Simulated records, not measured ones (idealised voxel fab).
The process module that follows is named voxel trench capacitor.
Cross-section cut spans 225 nm and uses square cells 5 nm in size.
How to read a cross-section here: the picture is a grid of square cells, written as bands going from the top down, and any band can span one or more rows of cells.
Quick guide to a band line: top height, bottom height (nm) up front; then every material left to right with its width in nm. Only one material and it's marked "all across"? Then it fills the band edge to edge. And "air" just means empty space.
Height datum 0, below which the as-received substrate wafer is one material. Lowest band open at the bottom, running downward: "0 nm and below".
You'd read "30..40" like this: the band's top row of cells is as wide as the first number, its bottom row is as wide as the second, and going down, every row changes width by the same amount as the row before did.
Reading "nothing got changed" for a step: not a cell of the cross-section changed in it.
You'll see "Closed internal cavities" listing empty spaces that have no way open to the top, as long as they're 8 cells or more; the notation is width x height at distance, where the distance is from the left edge, and all of it is in nm.
It should be noted that, on the line of a given step, the content following the step's settings is a remark produced by the simulator itself with respect to that step.
overlay nm: for a step with a mask, the amount by which the mask lay right of where it was planned; a negative amount means left of it.

This section lists the process steps that were planned
1,RECEIVE with material Si
2,CONFORMAL_DEP with material SiN, thk nm 10
3,PATTERN with tone open, mask id TRENCH, material resist, width nm 25, pitch nm 50, thk nm 20, overlay nm 0
4,DIRECTIONAL_ETCH with etch materials SiN, depth nm 10
5,DIRECTIONAL_ETCH with etch materials Si, depth nm 30
6,STRIP with etch materials resist
7,CONFORMAL_DEP with material Al2O3, thk nm 5
8,FILL_DEP with material polySi, thk nm 10
9,CMP with height nm 10

First of two wafers, with the run carried out as planned

As-received wafer cross-section (after step 1)
    0 nm and below: Si all across
    Closed internal cavities: none

Upon completion of step 2, the wafer appears in cross-section as shown
    10 nm to 0 nm: SiN all across
    Everything under 0 stays put, no change at all.

Upon completion of step 3, the wafer appears in cross-section as shown
    30 nm to 10 nm: 50 nm resist / 25 nm air / 25 nm resist / 25 nm air / 25 nm resist / 25 nm air / 50 nm resist
    Everything under 10 stays put, no change at all.

Upon completion of step 4, the wafer appears in cross-section as shown
    30 nm to 10 nm: 50 nm resist / 25 nm air / 25 nm resist / 25 nm air / 25 nm resist / 25 nm air / 50 nm resist
    10 nm to 0 nm: 50 nm SiN / 25 nm air / 25 nm SiN / 25 nm air / 25 nm SiN / 25 nm air / 50 nm SiN
    Everything under 0 stays put, no change at all.

Upon completion of step 5, the wafer appears in cross-section as shown
    30 nm to 10 nm: 50 nm resist / 25 nm air / 25 nm resist / 25 nm air / 25 nm resist / 25 nm air / 50 nm resist
    10 nm to 0 nm: 50 nm SiN / 25 nm air / 25 nm SiN / 25 nm air / 25 nm SiN / 25 nm air / 50 nm SiN
    0 nm to -30 nm: 50 nm Si / 25 nm air / 25 nm Si / 25 nm air / 25 nm Si / 25 nm air / 50 nm Si
    Everything under -30 stays put, no change at all.

Upon completion of step 6, the wafer appears in cross-section as shown
    10 nm to 0 nm: 50 nm SiN / 25 nm air / 25 nm SiN / 25 nm air / 25 nm SiN / 25 nm air / 50 nm SiN
    Everything under 0 stays put, no change at all.

Upon completion of step 7, the wafer appears in cross-section as shown
    15 nm to 10 nm: 55 nm Al2O3 / 15 nm air / 35 nm Al2O3 / 15 nm air / 35 nm Al2O3 / 15 nm air / 55 nm Al2O3
    10 nm to 0 nm: 50 nm SiN / 5 nm Al2O3 / 15 nm air / 5 nm Al2O3 / 25 nm SiN / 5 nm Al2O3 / 15 nm air / 5 nm Al2O3 / 25 nm SiN / 5 nm Al2O3 / 15 nm air / 5 nm Al2O3 / 50 nm SiN
    0 nm to -25 nm: 50 nm Si / 5 nm Al2O3 / 15 nm air / 5 nm Al2O3 / 25 nm Si / 5 nm Al2O3 / 15 nm air / 5 nm Al2O3 / 25 nm Si / 5 nm Al2O3 / 15 nm air / 5 nm Al2O3 / 50 nm Si
    -25 nm to -30 nm: 50 nm Si / 25 nm Al2O3 / 25 nm Si / 25 nm Al2O3 / 25 nm Si / 25 nm Al2O3 / 50 nm Si
    Everything under -30 stays put, no change at all.

Upon completion of step 8, the wafer appears in cross-section as shown
    25 nm to 15 nm: polySi all across
    15 nm to 10 nm: 55 nm Al2O3 / 15 nm polySi / 35 nm Al2O3 / 15 nm polySi / 35 nm Al2O3 / 15 nm polySi / 55 nm Al2O3
    10 nm to 0 nm: 50 nm SiN / 5 nm Al2O3 / 15 nm polySi / 5 nm Al2O3 / 25 nm SiN / 5 nm Al2O3 / 15 nm polySi / 5 nm Al2O3 / 25 nm SiN / 5 nm Al2O3 / 15 nm polySi / 5 nm Al2O3 / 50 nm SiN
    0 nm to -25 nm: 50 nm Si / 5 nm Al2O3 / 15 nm polySi / 5 nm Al2O3 / 25 nm Si / 5 nm Al2O3 / 15 nm polySi / 5 nm Al2O3 / 25 nm Si / 5 nm Al2O3 / 15 nm polySi / 5 nm Al2O3 / 50 nm Si
    Everything under -25 stays put, no change at all.

Upon completion of step 9, the wafer appears in cross-section as shown
    10 nm to 0 nm: 50 nm SiN / 5 nm Al2O3 / 15 nm polySi / 5 nm Al2O3 / 25 nm SiN / 5 nm Al2O3 / 15 nm polySi / 5 nm Al2O3 / 25 nm SiN / 5 nm Al2O3 / 15 nm polySi / 5 nm Al2O3 / 50 nm SiN
    Everything under 0 stays put, no change at all.

It is to be noted that the second wafer proceeded from the same initial state and according to the same plan as the first, although one mistake was committed in its execution; through step 8, inclusive, the two wafers share an identical history

Second wafer, section view, time point: scheduled end of step 9
    5 nm to 0 nm: 50 nm SiN / 5 nm Al2O3 / 15 nm polySi / 5 nm Al2O3 / 25 nm SiN / 5 nm Al2O3 / 15 nm polySi / 5 nm Al2O3 / 25 nm SiN / 5 nm Al2O3 / 15 nm polySi / 5 nm Al2O3 / 50 nm SiN
    Everything under 0 stays put, no change at all.
The mistake made against the process plan was this: rather than as planned, step 9 actually ran as CMP with height nm 5
Final wafer comparison in cells, second versus first, more or fewer per material: -6 Al2O3, -30 SiN, -9 polySi
